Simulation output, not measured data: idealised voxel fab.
Documented hereafter: the process module known as voxel quadruple lines.
The figure presents cross-section cut, which has a width of 295 nm and is divided into square cells with an edge length of 5 nm.
When this document writes out a cross-section, it uses a grid of square cells and lists it as bands, beginning at the top and moving down, with a band standing for one or more rows of cells. Quick guide to a band line: top height, bottom height (nm) up front; then every material left to right with its width in nm. Only one material and it's marked "throughout"? Then it fills the band edge to edge. And "empty" just means empty space. Heads up on the height convention: 0 is the point under which the incoming wafer is all one material, and the lowest band has no bottom, it just keeps going down, like "0..down". With a width like "30->40", each row of cells in the band differs from the next by the same amount, the top row carrying the first number and the bottom row the second. "nothing got changed" (step): cross-section cells unchanged, all of them. Voids not open to the top, 8 cells minimum: see "Enclosed void entries". Written width x height at distance; distance is from the left edge; nm. Whatever follows a step's settings on its line is a remark the simulator itself makes about that step. The optional step-line setting "overlay nm" applies to steps with a mask and quantifies how far to the right of its planned location the mask lay, a negative value indicating leftward placement.

## Below is the list of planned process steps
1,RECEIVE | material Si
2,CONFORMAL_DEP | material Al2O3 | thk nm 5
3,DIRECTIONAL_DEP | material TiN | thk nm 15
4,DIRECTIONAL_DEP | material polySi | thk nm 20
5,DIRECTIONAL_DEP | material aC | thk nm 20
6,PATTERN | tone cover | mask id MANDREL | material resist | width nm 20 | thk nm 30 | overlay nm 0
7,DIRECTIONAL_ETCH | etch materials aC | depth nm 20
8,STRIP | etch materials resist
9,CONFORMAL_DEP | material SiO2 | thk nm 10
10,DIRECTIONAL_ETCH | etch materials SiO2 | depth nm 10
11,STRIP | etch materials aC
12,DIRECTIONAL_ETCH | etch materials polySi | depth nm 20
13,STRIP | etch materials SiO2
14,CONFORMAL_DEP | material SiCN | thk nm 5
15,DIRECTIONAL_ETCH | etch materials SiCN | depth nm 5
16,STRIP | etch materials polySi
17,DIRECTIONAL_ETCH | etch materials TiN | depth nm 15
18,STRIP | etch materials SiCN

## Step 1 complete: cross-section of the wafer as received
    0..down | Si throughout
    Enclosed void entries: none

## Cross-section: first of two wafers, module finished, run according to plan
    20..5 | 120 empty / 5 TiN / 10 empty / 5 TiN / 10 empty / 5 TiN / 10 empty / 5 TiN / 125 empty
    5..0 | Al2O3 throughout
    0..down | Si throughout
    Enclosed void entries: none

## Module end: cross-section of wafer two of two. Same start and process plan as the first wafer. One mistake during execution
    20..0 | Al2O3 throughout
    0..down | Si throughout
    Enclosed void entries: none
Processing error: step 3 deviated from plan and actually ran as DIRECTIONAL_DEP | material Al2O3 | thk nm 15
The closing comparison, in cells, has the second wafer with more or fewer of some materials than the first: 177 more of Al2O3; 12 fewer of TiN
